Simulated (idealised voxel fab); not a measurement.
The document below concerns the process module designated voxel self aligned vias.
It is cross-section cut that appears here, measuring 170 nm in width, its square cells being 5 nm in size.
For the purposes of this document, a cross-section shall be understood as a grid of square cells, specified as bands listed in top-to-bottom order, each band consisting of one or more rows of cells. This entry defines a band. It first specifies the height of the band's top and the height of its bottom in nm, and then specifies the band's materials from left to right, stating each material with its width in nm. The word "edge to edge" identifies a single material that fills the band from edge to edge, while the word "blank" identifies empty space. Note: height 0 marks the level under which the wafer is uniformly one material as received. Lowest band unbounded below, written "0 -> down". So if you see something like "30->40" for the width, read it as the top row of the band sitting at the first number and the bottom row at the second, with every row in between moving by the same amount as the last. "no alteration" after a step means that no cell of the cross-section changed. What "Catalogued sealed voids" gives you is every empty space of 8 cells or more that is cut off from the top. Each appears as width x height at distance, with the distance taken from the left edge and width, height and distance all in nm. Heads up: the bit after the settings on a step's line is the simulator's remark on that step. "overlay nm" answers the question of how far to the right of plan the mask lay on a step that has a mask, and when it is negative the answer is to the left.
### This section lists the process steps that were planned
| 1 | RECEIVE [material Si] |
| 2 | CONFORMAL_DEP [material SiO2] [thk nm 15] |
| 3 | CONFORMAL_DEP [material SiCN] [thk nm 5] |
| 4 | DIRECTIONAL_DEP [material lowk] [thk nm 20] |
| 5 | PATTERN [tone open] [mask id LINES] [material resist] [width nm 20] [pitch nm 50] [thk nm 20] [overlay nm 0] |
| 6 | DIRECTIONAL_ETCH [etch materials lowk] [depth nm 20] |
| 7 | STRIP [etch materials resist] |
| 8 | CONFORMAL_DEP [material TiN] [thk nm 5] |
| 9 | FILL_DEP [material Ru] [thk nm 5] |
| 10 | CMP [height nm 40] |
| 11 | SELECTIVE_ETCH [etch materials W Ru TiN] [depth nm 5] |
| 12 | FILL_DEP [material SiN] [thk nm 10] |
| 13 | CMP [height nm 40] |
| 14 | DIRECTIONAL_DEP [material lowk] [thk nm 15] |
| 15 | MASKED_ETCH [tone open] [mask id VIAS] [width nm 30] [etch materials lowk] [depth nm 15] [overlay nm 0] |
| 16 | MASKED_ETCH [tone open] [mask id VIAS] [width nm 30] [etch materials SiN] [depth nm 5] [overlay nm 0] |
| 17 | CONFORMAL_DEP [material TiN] [thk nm 5] |
| 18 | FILL_DEP [material Ru] [thk nm 10] |
| 19 | CMP [height nm 55] |
| 20 | CONFORMAL_DEP [material SiN] [thk nm 5] |
### Cross-section, incoming material, after step 1
- 0 -> down  Si edge to edge
- Catalogued sealed voids: none
### Same starting wafer, same plan as above, one mistake in the execution; this is the cross-section at the end of the module
- 60 -> 55  SiN edge to edge
- 55 -> 45  lowk 45 / TiN 5 / Ru 20 / TiN 5 / lowk 95
- 45 -> 40  lowk 45 / TiN 10 / Ru 10 / TiN 10 / lowk 95
- 40 -> 35  lowk 50 / TiN 20 / lowk 30 / SiN 20 / lowk 50
- 35 -> 30  SiCN edge to edge
- 30 -> 0  SiO2 edge to edge
- 0 -> down  Si edge to edge
- Catalogued sealed voids: none
The plan and the run diverged here: in the plan, step 2 was performed twice
